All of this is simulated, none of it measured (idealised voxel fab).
Documented hereafter: the process module known as voxel transistor to metal.
Cross-section cut: width 275 nm, square cells of 5 nm.
Think of the cross-section as a grid of square cells. We describe it in bands, top to bottom, and each band covers one or more rows of those cells.
Band: top height; bottom height; in nm. Then, left to right: material with width in nm, for each material. "throughout": a single material spanning edge to edge. "blank": empty space.
Below 0: as-received wafer, all one material; heights counted from there. Lowest band: no bottom, goes on down, written "from 0 down".
The width entry "30->40" should be interpreted row by row: the top row of cells in the band takes the first number, the bottom row takes the second number, and the change between adjacent rows is uniform throughout.
When a step is marked "remained the same", none of the cells in the cross-section changed during that step.
"Trapped cavities" contains a list of empty spaces, each no smaller than 8 cells and without an open way to the top, written in the form width x height at distance with the distance from the left edge and all three in nm.
The remark found on a step's line after its settings is issued by the simulator itself and pertains to that step.
"overlay nm" answers the question of how far to the right of plan the mask lay on a step that has a mask, and when it is negative the answer is to the left.
# So here's the lineup of process steps we planned
- 1: RECEIVE,material Si
- 2: OXIDIZE,depth nm 5
- 3: CONFORMAL_DEP,material SiN,thk nm 10
- 4: PATTERN,tone cover,mask id ACTIVE,material resist,width nm 105,pitch nm 135,thk nm 20,overlay nm 0
- 5: DIRECTIONAL_ETCH,etch materials SiN,depth nm 10
- 6: DIRECTIONAL_ETCH,etch materials SiO2,depth nm 5
- 7: DIRECTIONAL_ETCH,etch materials Si,depth nm 35
- 8: STRIP,etch materials resist
- 9: FILL_DEP,material SiO2,thk nm 15
- 10: CMP,height nm 10
- 11: SELECTIVE_ETCH,etch materials SiO2,depth nm 5
- 12: STRIP,etch materials SiN
- 13: SELECTIVE_ETCH,etch materials SiO2,depth nm 5
- 14: OXIDIZE,depth nm 5
- 15: DIRECTIONAL_DEP,material polySi,thk nm 30
- 16: DIRECTIONAL_DEP,material SiCN,thk nm 15
- 17: PATTERN,tone cover,mask id GATE,material resist,width nm 35,pitch nm 135,thk nm 15,overlay nm 0
- 18: DIRECTIONAL_ETCH,etch materials SiCN,depth nm 25
- 19: DIRECTIONAL_ETCH,etch materials polySi,depth nm 40
- 20: STRIP,etch materials resist
- 21: CONFORMAL_DEP,material SiO2,thk nm 5
- 22: DIRECTIONAL_ETCH,etch materials SiO2,depth nm 5
- 23: CONFORMAL_DEP,material SiN,thk nm 5
- 24: DIRECTIONAL_ETCH,etch materials SiN,depth nm 5
- 25: DIRECTIONAL_ETCH,etch materials SiO2,depth nm 5
- 26: DIRECTIONAL_ETCH,etch materials Si,depth nm 10
- 27: EPI,material nSi,thk nm 10
- 28: FILL_DEP,material SiO2,thk nm 10
- 29: CMP,height nm 25
- 30: STRIP,etch materials polySi
- 31: SELECTIVE_ETCH,etch materials SiO2,depth nm 5
- 32: CONFORMAL_DEP,material HfO2,thk nm 5
- 33: CONFORMAL_DEP,material TiN,thk nm 5
- 34: FILL_DEP,material W,thk nm 10
- 35: CMP,height nm 20
- 36: DIRECTIONAL_DEP,material SiO2,thk nm 10
- 37: PATTERN,tone open,mask id CONTACT,material resist,width nm 15,thk nm 15,overlay nm 0
- 38: DIRECTIONAL_ETCH,etch materials SiO2,depth nm 30
- 39: STRIP,etch materials resist
- 40: CONFORMAL_DEP,material TiN,thk nm 5
- 41: FILL_DEP,material W,thk nm 10
- 42: CMP,height nm 30
- 43: DIRECTIONAL_DEP,material TiN,thk nm 5
- 44: DIRECTIONAL_DEP,material Ru,thk nm 25
- 45: DIRECTIONAL_DEP,material aC,thk nm 15
- 46: PATTERN,tone cover,mask id METAL_1,material resist,width nm 15,thk nm 35,overlay nm 0
- 47: DIRECTIONAL_ETCH,etch materials aC,depth nm 15
- 48: STRIP,etch materials resist
- 49: DIRECTIONAL_ETCH,etch materials Ru,depth nm 25
- 50: DIRECTIONAL_ETCH,etch materials TiN,depth nm 5
- 51: STRIP,etch materials aC
- 52: FILL_DEP,material SiO2,thk nm 5
- 53: CMP,height nm 60
- 54: CONFORMAL_DEP,material SiCN,thk nm 5
- 55: DIRECTIONAL_DEP,material SiO2,thk nm 30
- 56: MASKED_ETCH,tone open,mask id METAL_2,width nm 15,pitch nm 135,etch materials SiO2,depth nm 15,overlay nm 0
- 57: DIRECTIONAL_DEP,material aC,thk nm 15
- 58: PATTERN,tone open,mask id METAL_2_HOLES,material resist,width nm 15,pitch nm 135,thk nm 30,overlay nm 0
- 59: DIRECTIONAL_ETCH,etch materials aC,depth nm 15
- 60: STRIP,etch materials resist
- 61: DIRECTIONAL_ETCH,etch materials SiO2,depth nm 15
- 62: DIRECTIONAL_ETCH,etch materials SiCN,depth nm 5
- 63: STRIP,etch materials aC
- 64: CONFORMAL_DEP,material TiN,thk nm 5
- 65: FILL_DEP,material Cu,thk nm 10
- 66: CMP,height nm 95
- 67: CONFORMAL_DEP,material SiN,thk nm 5
Wafers differ in width nm at step 56; plan lists the first wafer's value; identical starting state.
# The first of several wafers in cross-section, exactly as it reached us after step 1
from 0 down  Si throughout
Trapped cavities: none
# End-of-module cross-section, first of several wafers, after last step 67
from 100 to 95  SiN throughout
from 95 to 65  20 of SiO2 | 5 of TiN | 5 of Cu | 5 of TiN | 120 of SiO2 | 5 of TiN | 5 of Cu | 5 of TiN | 105 of SiO2
from 65 to 60  20 of SiCN | 15 of TiN | 120 of SiCN | 15 of TiN | 105 of SiCN
from 60 to 35  20 of SiO2 | 15 of Ru | 65 of SiO2 | 15 of Ru | 40 of SiO2 | 15 of Ru | 65 of SiO2 | 15 of Ru | 25 of SiO2
from 35 to 30  20 of SiO2 | 15 of TiN | 65 of SiO2 | 15 of TiN | 40 of SiO2 | 15 of TiN | 65 of SiO2 | 15 of TiN | 25 of SiO2
from 30 to 20  20 of SiO2 | 5 of TiN | 5 of W | 5 of TiN | 65 of SiO2 | 5 of TiN | 5 of W | 5 of TiN | 40 of SiO2 | 5 of TiN | 5 of W | 5 of TiN | 65 of SiO2 | 5 of TiN | 5 of W | 5 of TiN | 25 of SiO2
from 20 to 5  20 of SiO2 | 5 of TiN | 5 of W | 5 of TiN | 5 of SiO2 | 5 of SiN | 5 of HfO2 | 5 of TiN | 25 of W | 5 of TiN | 5 of HfO2 | 5 of SiN | 5 of SiO2 | 5 of TiN | 5 of W | 5 of TiN | 40 of SiO2 | 5 of TiN | 5 of W | 5 of TiN | 5 of SiO2 | 5 of SiN | 5 of HfO2 | 5 of TiN | 25 of W | 5 of TiN | 5 of HfO2 | 5 of SiN | 5 of SiO2 | 5 of TiN | 5 of W | 5 of TiN | 25 of SiO2
from 5 to 0  20 of SiO2 | 15 of TiN | 5 of SiO2 | 5 of SiN | 5 of HfO2 | 5 of TiN | 25 of W | 5 of TiN | 5 of HfO2 | 5 of SiN | 5 of SiO2 | 15 of TiN | 40 of SiO2 | 15 of TiN | 5 of SiO2 | 5 of SiN | 5 of HfO2 | 5 of TiN | 25 of W | 5 of TiN | 5 of HfO2 | 5 of SiN | 5 of SiO2 | 15 of TiN | 25 of SiO2
from 0 to -5  15 of SiO2 | 5 of SiN | 20 of nSi | 5 of SiN | 5 of HfO2 | 35 of TiN | 5 of HfO2 | 5 of SiN | 20 of nSi | 5 of SiN | 30 of SiO2 | 5 of SiN | 20 of nSi | 5 of SiN | 5 of HfO2 | 35 of TiN | 5 of HfO2 | 5 of SiN | 20 of nSi | 5 of SiN | 20 of SiO2
from -5 to -10  20 of SiO2 | 20 of nSi | 5 of SiO2 | 45 of HfO2 | 5 of SiO2 | 20 of nSi | 40 of SiO2 | 20 of nSi | 5 of SiO2 | 45 of HfO2 | 5 of SiO2 | 20 of nSi | 25 of SiO2
from -10 to -20  15 of SiO2 | 5 of Si | 20 of nSi | 55 of Si | 20 of nSi | 5 of Si | 30 of SiO2 | 5 of Si | 20 of nSi | 55 of Si | 20 of nSi | 5 of Si | 20 of SiO2
from -20 to -40  15 of SiO2 | 105 of Si | 30 of SiO2 | 105 of Si | 20 of SiO2
from -40 down  Si throughout
Trapped cavities: none
# Final wafer cross-section at module end
from 100 to 95  SiN throughout
from 95 to 85  15 of SiO2 | 5 of TiN | 20 of Cu | 5 of TiN | 105 of SiO2 | 5 of TiN | 20 of Cu | 5 of TiN | 95 of SiO2
from 85 to 80  15 of SiO2 | 10 of TiN | 5 of Cu | 15 of TiN | 105 of SiO2 | 10 of TiN | 5 of Cu | 15 of TiN | 95 of SiO2
from 80 to 65  20 of SiO2 | 5 of TiN | 5 of Cu | 5 of TiN | 120 of SiO2 | 5 of TiN | 5 of Cu | 5 of TiN | 105 of SiO2
from 65 to 60  20 of SiCN | 15 of TiN | 120 of SiCN | 15 of TiN | 105 of SiCN
from 60 to 35  20 of SiO2 | 15 of Ru | 65 of SiO2 | 15 of Ru | 40 of SiO2 | 15 of Ru | 65 of SiO2 | 15 of Ru | 25 of SiO2
from 35 to 30  20 of SiO2 | 15 of TiN | 65 of SiO2 | 15 of TiN | 40 of SiO2 | 15 of TiN | 65 of SiO2 | 15 of TiN | 25 of SiO2
from 30 to 20  20 of SiO2 | 5 of TiN | 5 of W | 5 of TiN | 65 of SiO2 | 5 of TiN | 5 of W | 5 of TiN | 40 of SiO2 | 5 of TiN | 5 of W | 5 of TiN | 65 of SiO2 | 5 of TiN | 5 of W | 5 of TiN | 25 of SiO2
from 20 to 5  20 of SiO2 | 5 of TiN | 5 of W | 5 of TiN | 5 of SiO2 | 5 of SiN | 5 of HfO2 | 5 of TiN | 25 of W | 5 of TiN | 5 of HfO2 | 5 of SiN | 5 of SiO2 | 5 of TiN | 5 of W | 5 of TiN | 40 of SiO2 | 5 of TiN | 5 of W | 5 of TiN | 5 of SiO2 | 5 of SiN | 5 of HfO2 | 5 of TiN | 25 of W | 5 of TiN | 5 of HfO2 | 5 of SiN | 5 of SiO2 | 5 of TiN | 5 of W | 5 of TiN | 25 of SiO2
from 5 to 0  20 of SiO2 | 15 of TiN | 5 of SiO2 | 5 of SiN | 5 of HfO2 | 5 of TiN | 25 of W | 5 of TiN | 5 of HfO2 | 5 of SiN | 5 of SiO2 | 15 of TiN | 40 of SiO2 | 15 of TiN | 5 of SiO2 | 5 of SiN | 5 of HfO2 | 5 of TiN | 25 of W | 5 of TiN | 5 of HfO2 | 5 of SiN | 5 of SiO2 | 15 of TiN | 25 of SiO2
from 0 to -5  15 of SiO2 | 5 of SiN | 20 of nSi | 5 of SiN | 5 of HfO2 | 35 of TiN | 5 of HfO2 | 5 of SiN | 20 of nSi | 5 of SiN | 30 of SiO2 | 5 of SiN | 20 of nSi | 5 of SiN | 5 of HfO2 | 35 of TiN | 5 of HfO2 | 5 of SiN | 20 of nSi | 5 of SiN | 20 of SiO2
from -5 to -10  20 of SiO2 | 20 of nSi | 5 of SiO2 | 45 of HfO2 | 5 of SiO2 | 20 of nSi | 40 of SiO2 | 20 of nSi | 5 of SiO2 | 45 of HfO2 | 5 of SiO2 | 20 of nSi | 25 of SiO2
from -10 to -20  15 of SiO2 | 5 of Si | 20 of nSi | 55 of Si | 20 of nSi | 5 of Si | 30 of SiO2 | 5 of Si | 20 of nSi | 55 of Si | 20 of nSi | 5 of Si | 20 of SiO2
from -20 to -40  15 of SiO2 | 105 of Si | 30 of SiO2 | 105 of Si | 20 of SiO2
from -40 down  Si throughout
Trapped cavities: none
# Below: a row per wafer. Contents at end of module: for every material, cells gained since receipt (+) or lost since receipt (-); then closed voids
width nm 15; +12 Cu; +38 HfO2; +60 Ru; -220 Si; +49 SiCN; +79 SiN; +834 SiO2; +124 TiN; +60 W; +64 nSi; Trapped cavities: none
width nm 20; +16 Cu; +38 HfO2; +60 Ru; -220 Si; +49 SiCN; +79 SiN; +828 SiO2; +126 TiN; +60 W; +64 nSi; Trapped cavities: none
width nm 25; +20 Cu; +38 HfO2; +60 Ru; -220 Si; +49 SiCN; +79 SiN; +822 SiO2; +128 TiN; +60 W; +64 nSi; Trapped cavities: none
width nm 30; +24 Cu; +38 HfO2; +60 Ru; -220 Si; +49 SiCN; +79 SiN; +816 SiO2; +130 TiN; +60 W; +64 nSi; Trapped cavities: none
